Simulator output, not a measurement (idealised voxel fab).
process module | voxel tone inversion
cross-section cut | 240 nm wide | cells 5 nm
A cross-section is a grid of square cells, given in bands from the top down. A band is one or more rows of cells.
Each band's line starts with the height of the band's top and of its bottom, in nm. Then come its materials from left to right, each with its width in nm. One material with "throughout" fills the band from edge to edge. "air" is empty space.
Height 0 is the level under which the wafer as received is all one material. The lowest band goes on downwards, as in "0 down".
A width such as "30 to 40" changes by the same amount from each row of cells to the next, from the band's top row to its bottom row.
"no change" after a step means that no cell of the cross-section changed.
closed voids: empty space of 8 cells or more with no open way to the top, each as width x height at its distance from the left edge, in nm
after a step's settings: what the simulator itself notes on the step
overlay nm, on a step with a mask: how far to the right of its planned place the mask lay; to the left if negative
plan
1 op RECEIVE | material Si
2 op CONFORMAL_DEP | material SiN | thk nm 10
3 op DIRECTIONAL_DEP | material aC | thk nm 15
4 op PATTERN | tone cover | mask id POSTS | material resist | width nm 25 | pitch nm 40 | thk nm 25 | overlay nm -15
5 op DIRECTIONAL_ETCH | etch materials aC | depth nm 15
6 op STRIP | etch materials resist
7 op FILL_DEP | material lowk | thk nm 5
8 op CMP | height nm 25
9 op STRIP | etch materials aC
10 op CONFORMAL_DEP | material TiN | thk nm 5
11 op FILL_DEP | material Cu | thk nm 5
12 op CMP | height nm 25
13 op CONFORMAL_DEP | material SiN | thk nm 5
varied across the wafers: overlay nm of step 4. The plan shows the first wafer's value. All wafers start alike
first wafer as received, after step 1
  0 down: Si throughout
  closed voids: none
first wafer at the end, after step 13
  30 to 25: SiN throughout
  25 to 15: lowk 50 | TiN 5 | Cu 15 | TiN 5 | lowk 15 | TiN 5 | Cu 15 | TiN 5 | lowk 15 | TiN 5 | Cu 15 | TiN 5 | lowk 85
  15 to 10: lowk 50 | TiN 25 | lowk 15 | TiN 25 | lowk 15 | TiN 25 | lowk 85
  10 to 0: SiN throughout
  0 down: Si throughout
  closed voids: none
last wafer at the end
  30 to 25: SiN throughout
  25 to 15: lowk 80 | TiN 5 | Cu 15 | TiN 5 | lowk 15 | TiN 5 | Cu 15 | TiN 5 | lowk 15 | TiN 5 | Cu 15 | TiN 5 | lowk 55
  15 to 10: lowk 80 | TiN 25 | lowk 15 | TiN 25 | lowk 15 | TiN 25 | lowk 55
  10 to 0: SiN throughout
  0 down: Si throughout
  closed voids: none
each wafer at the end: cells of each material gained (+) or lost (-) since it was received, then its closed voids
overlay nm -15 | +18 Cu | +144 SiN | +27 TiN | +99 lowk | closed voids: none
overlay nm -10 | +18 Cu | +144 SiN | +27 TiN | +99 lowk | closed voids: none
overlay nm -5 | +18 Cu | +144 SiN | +27 TiN | +99 lowk | closed voids: none
overlay nm 0 | +18 Cu | +144 SiN | +27 TiN | +99 lowk | closed voids: none
overlay nm 5 | +18 Cu | +144 SiN | +27 TiN | +99 lowk | closed voids: none
overlay nm 10 | +18 Cu | +144 SiN | +27 TiN | +99 lowk | closed voids: none
overlay nm 15 | +18 Cu | +144 SiN | +27 TiN | +99 lowk | closed voids: none
